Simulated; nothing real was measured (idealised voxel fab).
Module name: voxel ribs on slabs (process module)
Square cell edge 5 nm, section width 255 nm, ID cut.
Each cross-section below is a grid of square cells, stated as bands in top-down order, with one or more rows of cells making up each band. This entry defines a band. It first specifies the height of the band's top and the height of its bottom in nm, and then specifies the band's materials from left to right, stating each material with its width in nm. The word "full width" identifies a single material that fills the band from edge to edge, while the word "air" identifies empty space. A quick word on heights: they are counted from 0, and under that level the wafer as it came to us is one material throughout. The lowest band is different from the rest in having no bottom; it simply continues downward, written as in "z 0 and below". A two-number width, for instance "30 to 40", indicates that the width is equal to the first number in the top row of the band and to the second number in the bottom row, and that it changes by a constant amount per row of cells. Where the words "left unchanged" appear for a step, the cross-section shows no cell changed by that step; every cell remained as before. "Entrapped void list" - sealed voids, min. 8 cells, no opening to top; format: width x height at distance (distance from left edge; nm throughout). What comes after the settings on a step's line is commentary from the simulator itself on that step. Steps that use a mask can have "overlay nm" on their line. It says how far the mask sat to the right of where it was meant to be. Negative means to the left.
[Process steps - plan]
- 1: op RECEIVE | material Si
- 2: op DIRECTIONAL_DEP | material SiO2 | thk nm 20
- 3: op DIRECTIONAL_DEP | material polySi | thk nm 15
- 4: op MASKED_ETCH | tone cover | mask id RIB | width nm 20 | etch materials polySi | depth nm 5 | overlay nm 0
- 5: op DIRECTIONAL_DEP | material aC | thk nm 15
- 6: op PATTERN | tone cover | mask id SLAB | material resist | width nm 70 | thk nm 30 | overlay nm 0
- 7: op DIRECTIONAL_ETCH | etch materials aC | depth nm 15
- 8: op STRIP | etch materials resist
- 9: op DIRECTIONAL_ETCH | etch materials polySi | depth nm 10
- 10: op STRIP | etch materials aC
- 11: op FILL_DEP | material SiO2 | thk nm 20
- 12: op CMP | height nm 45
- 13: op DIRECTIONAL_DEP | material W | thk nm 5
- 14: op MASKED_ETCH | tone cover | mask id HEATER | width nm 30 | etch materials W | depth nm 5 | overlay nm 0
- 15: op CONFORMAL_DEP | material SiN | thk nm 5
[Step 1 complete: cross-section of the wafer as received]
    z 0 and below: Si full width
    Entrapped void list: none
[First of two wafers: cross-section at end of module, run per plan]
    z 55 to 50: air 105 nm / SiN 40 nm / air 110 nm
    z 50 to 45: SiN 110 nm / W 30 nm / SiN 115 nm
    z 45 to 35: SiO2 full width
    z 35 to 30: SiO2 115 nm / polySi 20 nm / SiO2 120 nm
    z 30 to 20: SiO2 90 nm / polySi 70 nm / SiO2 95 nm
    z 20 to 0: SiO2 full width
    z 0 and below: Si full width
    Entrapped void list: none
[Same start, same plan as the first wafer - but one mistake in the run. Cross-section of the second of the two at the end of the module]
    z 50 to 45: air 110 nm / W 30 nm / air 115 nm
    z 45 to 35: SiO2 full width
    z 35 to 30: SiO2 115 nm / polySi 20 nm / SiO2 120 nm
    z 30 to 20: SiO2 90 nm / polySi 70 nm / SiO2 95 nm
    z 20 to 0: SiO2 full width
    z 0 and below: Si full width
    Entrapped void list: none
Deviation from plan: plan step 15 was not performed, having been skipped
Bottom line after processing is that, in cells, the second wafer is up or down on some materials versus the first: SiN: 53 fewer
